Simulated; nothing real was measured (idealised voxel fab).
Process module name: voxel gate over fins
Displayed cross-section: cut, width of 220 nm, square cells sized 5 nm.
When this document writes out a cross-section, it uses a grid of square cells and lists it as bands, beginning at the top and moving down, with a band standing for one or more rows of cells.
Heads up on the band format: heights come first, top then bottom, in nm. After that it's the materials left to right, each with its width in nm. A single material flagged "all across" fills the whole band edge to edge, and "blank" means there's empty space there.
Height 0 is the level under which the wafer as received is all one material. The lowest band goes on downwards, as in "0 -> down".
Note: "30 to 40" means the width goes from the first number (top row of the band) to the second number (bottom row) in equal steps per row of cells.
No cell of the cross-section changed in a step that is given as "nothing different".
So "Sealed voids" is basically the list of trapped voids: any empty space of 8 cells or more that can't reach the top through an opening. They're written width x height at distance, the distance being from the left edge, and it's all nm.
Formally, on a step line, whatever follows the settings is a remark that the simulator itself makes on the step.
The "overlay nm" setting may appear on a step's line; for a step that uses a mask, it gives how far to the right of its planned position the mask lay, and a negative value indicates the left.
### These are the steps we planned for the process
1) RECEIVE, material Si
2) CONFORMAL_DEP, material SiN, thk nm 10
3) PATTERN, tone cover, mask id FINS, material resist, width nm 15, pitch nm 55, thk nm 15, overlay nm 0
4) DIRECTIONAL_ETCH, etch materials SiN, depth nm 10
5) DIRECTIONAL_ETCH, etch materials Si, depth nm 30
6) STRIP, etch materials resist
7) FILL_DEP, material SiO2, thk nm 5
8) CMP, height nm 10
9) PATTERN, tone open, mask id RAIL, material resist, width nm 15, thk nm 20, overlay nm 0
10) DIRECTIONAL_ETCH, etch materials SiO2, depth nm 35
11) STRIP, etch materials resist
12) CONFORMAL_DEP, material TiN, thk nm 5
13) FILL_DEP, material W, thk nm 5
14) CMP, height nm 10
15) SELECTIVE_ETCH, etch materials W Ru TiN, depth nm 30
16) FILL_DEP, material SiO2, thk nm 5
17) CMP, height nm 10
18) SELECTIVE_ETCH, etch materials SiO2, depth nm 20
19) STRIP, etch materials SiN
20) CONFORMAL_DEP, material HfO2, thk nm 5
21) CONFORMAL_DEP, material TiN, thk nm 5
22) FILL_DEP, material W, thk nm 15
23) CMP, height nm 20
24) CONFORMAL_DEP, material SiCN, thk nm 10
### Step 1 complete: cross-section of the wafer as received
> 0 -> down  Si all across
> Sealed voids: none
### Cross-section, first of two wafers, end of module, run as planned
> 30 -> 20  SiCN all across
> 20 -> 10  W all across
> 10 -> 5  W 35, then TiN 35, then W 20, then TiN 35, then W 20, then TiN 35, then W 40
> 5 -> 0  W 35, then TiN 5, then HfO2 25, then TiN 5, then W 20, then TiN 5, then HfO2 25, then TiN 5, then W 20, then TiN 5, then HfO2 25, then TiN 5, then W 40
> 0 -> -5  TiN 40, then HfO2 5, then Si 15, then HfO2 5, then TiN 30, then HfO2 5, then Si 15, then HfO2 5, then TiN 30, then HfO2 5, then Si 15, then HfO2 5, then TiN 45
> -5 -> -10  HfO2 45, then Si 15, then HfO2 40, then Si 15, then HfO2 40, then Si 15, then HfO2 50
> -10 -> -20  SiO2 45, then Si 15, then SiO2 40, then Si 15, then SiO2 40, then Si 15, then SiO2 50
> -20 -> -25  SiO2 45, then Si 15, then SiO2 10, then TiN 15, then SiO2 15, then Si 15, then SiO2 40, then Si 15, then SiO2 50
> -25 -> -30  SiO2 45, then Si 15, then SiO2 40, then Si 15, then SiO2 40, then Si 15, then SiO2 50
> -30 -> down  Si all across
> Sealed voids: none
### Wafer two cross-section, module end. Start and plan unchanged from wafer one; one mistake made during the run
> 30 -> 20  SiCN all across
> 20 -> 10  W all across
> 10 -> 5  W 35, then TiN 40, then W 15, then TiN 40, then W 15, then TiN 40, then W 35
> 5 -> 0  W 35, then TiN 5, then HfO2 30, then TiN 5, then W 15, then TiN 5, then HfO2 30, then TiN 5, then W 15, then TiN 5, then HfO2 30, then TiN 5, then W 35
> 0 -> -5  TiN 40, then HfO2 5, then Si 20, then HfO2 5, then TiN 25, then HfO2 5, then Si 20, then HfO2 5, then TiN 25, then HfO2 5, then Si 20, then HfO2 5, then TiN 40
> -5 -> -10  HfO2 45, then Si 20, then HfO2 35, then Si 20, then HfO2 35, then Si 20, then HfO2 45
> -10 -> -20  SiO2 45, then Si 20, then SiO2 35, then Si 20, then SiO2 35, then Si 20, then SiO2 45
> -20 -> -25  SiO2 45, then Si 20, then SiO2 5, then TiN 15, then SiO2 15, then Si 20, then SiO2 35, then Si 20, then SiO2 45
> -25 -> -30  SiO2 45, then Si 20, then SiO2 35, then Si 20, then SiO2 35, then Si 20, then SiO2 45
> -30 -> down  Si all across
> Sealed voids: none
What was done differently from what was planned? step 3 did not use the planned setting and instead ran as PATTERN, tone cover, mask id FINS, material resist, width nm 20, pitch nm 55, thk nm 15, overlay nm 0
FYI, end of process, the second wafer has more or fewer cells of some materials than the first: Si: 18 more, SiO2: 12 fewer, W: 6 fewer
